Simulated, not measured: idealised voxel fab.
process module | voxel self aligned vias
cross-section cut | 270 nm wide | cells 5 nm
A cross-section is a grid of square cells, given in bands from the top down. A band is one or more rows of cells.
Each band's line starts with the height of the band's top and of its bottom, in nm. Then come its materials from left to right, each with its width in nm. One material with "throughout" fills the band from edge to edge. "air" is empty space.
Height 0 is the level under which the wafer as received is all one material. The lowest band goes on downwards, as in "0 down".
A width such as "30 to 40" changes by the same amount from each row of cells to the next, from the band's top row to its bottom row.
"no change" after a step means that no cell of the cross-section changed.
closed voids: empty space of 8 cells or more with no open way to the top, each as width x height at its distance from the left edge, in nm
after a step's settings: what the simulator itself notes on the step
overlay nm, on a step with a mask: how far to the right of its planned place the mask lay; to the left if negative
plan
1 op RECEIVE | material Si
2 op CONFORMAL_DEP | material SiO2 | thk nm 15
3 op CONFORMAL_DEP | material SiCN | thk nm 5
4 op DIRECTIONAL_DEP | material SiO2 | thk nm 25
5 op DIRECTIONAL_DEP | material aC | thk nm 15
6 op PATTERN | tone open | mask id LINES | material resist | width nm 25 | pitch nm 65 | thk nm 35 | overlay nm 0
7 op DIRECTIONAL_ETCH | etch materials aC | depth nm 15
8 op STRIP | etch materials resist
9 op DIRECTIONAL_ETCH | etch materials SiO2 | depth nm 25
10 op STRIP | etch materials aC
11 op CONFORMAL_DEP | material TiN | thk nm 5
12 op FILL_DEP | material W | thk nm 10
13 op CMP | height nm 45
14 op SELECTIVE_ETCH | etch materials W Ru TiN | depth nm 10
15 op FILL_DEP | material SiN | thk nm 10
16 op CMP | height nm 45
17 op DIRECTIONAL_DEP | material SiO2 | thk nm 20
18 op DIRECTIONAL_DEP | material aC | thk nm 15
19 op PATTERN | tone open | mask id VIAS | material resist | width nm 35 | pitch nm 65 | thk nm 35 | overlay nm 0
20 op DIRECTIONAL_ETCH | etch materials aC | depth nm 15
21 op STRIP | etch materials resist
22 op DIRECTIONAL_ETCH | etch materials SiO2 | depth nm 20
23 op DIRECTIONAL_ETCH | etch materials SiN | depth nm 10
24 op STRIP | etch materials aC
25 op CONFORMAL_DEP | material TiN | thk nm 5
26 op FILL_DEP | material W | thk nm 10
27 op CMP | height nm 65
28 op CONFORMAL_DEP | material SiN | thk nm 5
as received, after step 1
  0 down: Si throughout
  closed voids: none
first wafer at the end, as planned
  70 to 65: SiN throughout
  65 to 50: SiO2 85 | TiN 5 | W 25 | TiN 5 | SiO2 30 | TiN 5 | W 25 | TiN 5 | SiO2 85
  50 to 40: SiO2 85 to 90 | TiN 10 to 5 | W 15 | TiN 10 to 5 | SiO2 30 to 40 | TiN 10 to 5 | W 15 | TiN 10 to 5 | SiO2 85 to 90
  40 to 35: SiO2 90 | TiN 25 | SiO2 40 | TiN 25 | SiO2 90
  35 to 25: SiO2 90 | TiN 5 | W 15 | TiN 5 | SiO2 40 | TiN 5 | W 15 | TiN 5 | SiO2 90
  25 to 20: SiO2 90 | TiN 25 | SiO2 40 | TiN 25 | SiO2 90
  20 to 15: SiCN throughout
  15 to 0: SiO2 throughout
  0 down: Si throughout
  closed voids: none
second wafer at the end: like start, like plan, one mistake
  70 to 65: SiN throughout
  65 to 50: SiO2 85 | TiN 5 | W 25 | TiN 5 | SiO2 30 | TiN 5 | W 25 | TiN 5 | SiO2 85
  50 to 45: SiO2 85 | TiN 35 | SiO2 30 | TiN 35 | SiO2 85
  45 to 35: SiN 85 | TiN 5 | SiO2 25 | TiN 5 | SiN 30 | TiN 5 | SiO2 25 | TiN 5 | SiN 85
  35 to 25: W 85 | TiN 5 | SiO2 25 | TiN 5 | W 30 | TiN 5 | SiO2 25 | TiN 5 | W 85
  25 to 20: TiN 90 | SiO2 25 | TiN 40 | SiO2 25 | TiN 90
  20 to 15: SiCN throughout
  15 to 0: SiO2 throughout
  0 down: Si throughout
  closed voids: none
what went wrong: step 6 ran as: op PATTERN | tone cover | mask id LINES | material resist | width nm 25 | pitch nm 65 | thk nm 35 | overlay nm 0
at the end the second wafer has, in cells: 80 more of SiN | 170 fewer of SiO2 | 34 more of TiN | 56 more of W
